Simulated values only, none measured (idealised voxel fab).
Process module under the name voxel self aligned contacts
Pictured: cross-section cut, 185 nm wide, on a grid of 5 nm square cells.
Just so we're on the same page, the cross-sections are grids of square cells, and they're listed out in bands top to bottom, each band one or more rows deep. Look at the band entry: it leads with the top's height and the bottom's height in nm. Then it lists the materials left to right, with a width in nm for each. The word "all across" on a single material says that material fills the band edge to edge. The word "blank" is empty space. Note: height 0 marks the level under which the wafer is uniformly one material as received. Lowest band unbounded below, written "0 and below". Per-row width for "30 to 40": begins at first number (top row of band), ends at second number (bottom row), increment between rows held constant. Where a step carries "nothing changed", the cross-section came out of it unchanged, cell for cell. "Sealed void inventory" means: voids of 8 cells or more that are shut off from the top with no open way through. Written width x height at distance, distance from the left edge, in nm. Heads up: the bit after the settings on a step's line is the simulator's remark on that step. overlay nm: mask offset rightward from planned place, masked step; negative means leftward offset.
Process steps (planned):
- 1: RECEIVE | material Si
- 2: CONFORMAL_DEP | material SiO2 | thk nm 5
- 3: DIRECTIONAL_DEP | material polySi | thk nm 25
- 4: DIRECTIONAL_DEP | material SiN | thk nm 15
- 5: PATTERN | tone cover | mask id GATE | material resist | width nm 15 | pitch nm 50 | thk nm 20 | overlay nm 0
- 6: DIRECTIONAL_ETCH | etch materials SiN | depth nm 15
- 7: DIRECTIONAL_ETCH | etch materials polySi | depth nm 25
- 8: STRIP | etch materials resist
- 9: CONFORMAL_DEP | material SiN | thk nm 5
- 10: DIRECTIONAL_ETCH | etch materials SiN | depth nm 5
- 11: FILL_DEP | material SiO2 | thk nm 20
- 12: CMP | height nm 55
- 13: PATTERN | tone open | mask id CONTACT | material resist | width nm 35 | thk nm 15 | overlay nm 0
- 14: DIRECTIONAL_ETCH | etch materials SiO2 | depth nm 55
- 15: STRIP | etch materials resist
- 16: CONFORMAL_DEP | material TiN | thk nm 5
- 17: FILL_DEP | material W | thk nm 10
- 18: CMP | height nm 55
- 19: CONFORMAL_DEP | material SiN | thk nm 5
Heads up: all these wafers start the same, and what changes between them is the width nm in step 5. The value you see in the plan is just what the first wafer got.
First of several wafers (as received, post step 1), cross-sectional view:
- 0 and below | Si all across
- Sealed void inventory: none
First of several wafers in cross-section at module end, following the final step, step 19:
- 60 down to 55 | SiN all across
- 55 down to 45 | 75 nm SiO2, 5 to 10 nm TiN, 25 to 15 nm W, 5 to 10 nm TiN, 75 nm SiO2
- 45 down to 30 | 55 nm SiO2, 25 nm SiN, 5 nm TiN, 15 nm W, 5 nm TiN, 25 nm SiN, 55 nm SiO2
- 30 down to 5 | 55 nm SiO2, 5 nm SiN, 15 nm polySi, 5 nm SiN, 5 nm TiN, 15 nm W, 5 nm TiN, 5 nm SiN, 15 nm polySi, 5 nm SiN, 55 nm SiO2
- 5 down to 0 | 80 nm SiO2, 25 nm TiN, 80 nm SiO2
- 0 and below | Si all across
- Sealed void inventory: none
Here's the last wafer cross-sectioned at the end of the module:
- 60 down to 55 | SiN all across
- 55 down to 50 | 75 nm SiO2, 5 nm TiN, 25 nm W, 5 nm TiN, 75 nm SiO2
- 50 down to 45 | 75 nm SiO2, 35 nm TiN, 75 nm SiO2
- 45 down to 30 | 45 nm SiO2, 45 nm SiN, 5 nm TiN, 45 nm SiN, 45 nm SiO2
- 30 down to 5 | 45 nm SiO2, 5 nm SiN, 35 nm polySi, 5 nm SiN, 5 nm TiN, 5 nm SiN, 35 nm polySi, 5 nm SiN, 45 nm SiO2
- 5 down to 0 | 90 nm SiO2, 5 nm TiN, 90 nm SiO2
- 0 and below | Si all across
- Sealed void inventory: none
Here is how to read the rows: every wafer has a row, and it shows the wafer at the end of the module, giving for each material how many cells were gained (+) or lost (-) since the wafer was received, then listing its closed voids:
width nm 15 | +87 SiN | +268 SiO2 | +27 TiN | +32 W | +30 polySi | Sealed void inventory: none
width nm 20 | +93 SiN | +261 SiO2 | +27 TiN | +23 W | +40 polySi | Sealed void inventory: none
width nm 25 | +99 SiN | +254 SiO2 | +27 TiN | +14 W | +50 polySi | Sealed void inventory: none
width nm 30 | +105 SiN | +247 SiO2 | +27 TiN | +5 W | +60 polySi | Sealed void inventory: none
width nm 35 | +111 SiN | +240 SiO2 | +18 TiN | +5 W | +70 polySi | Sealed void inventory: none
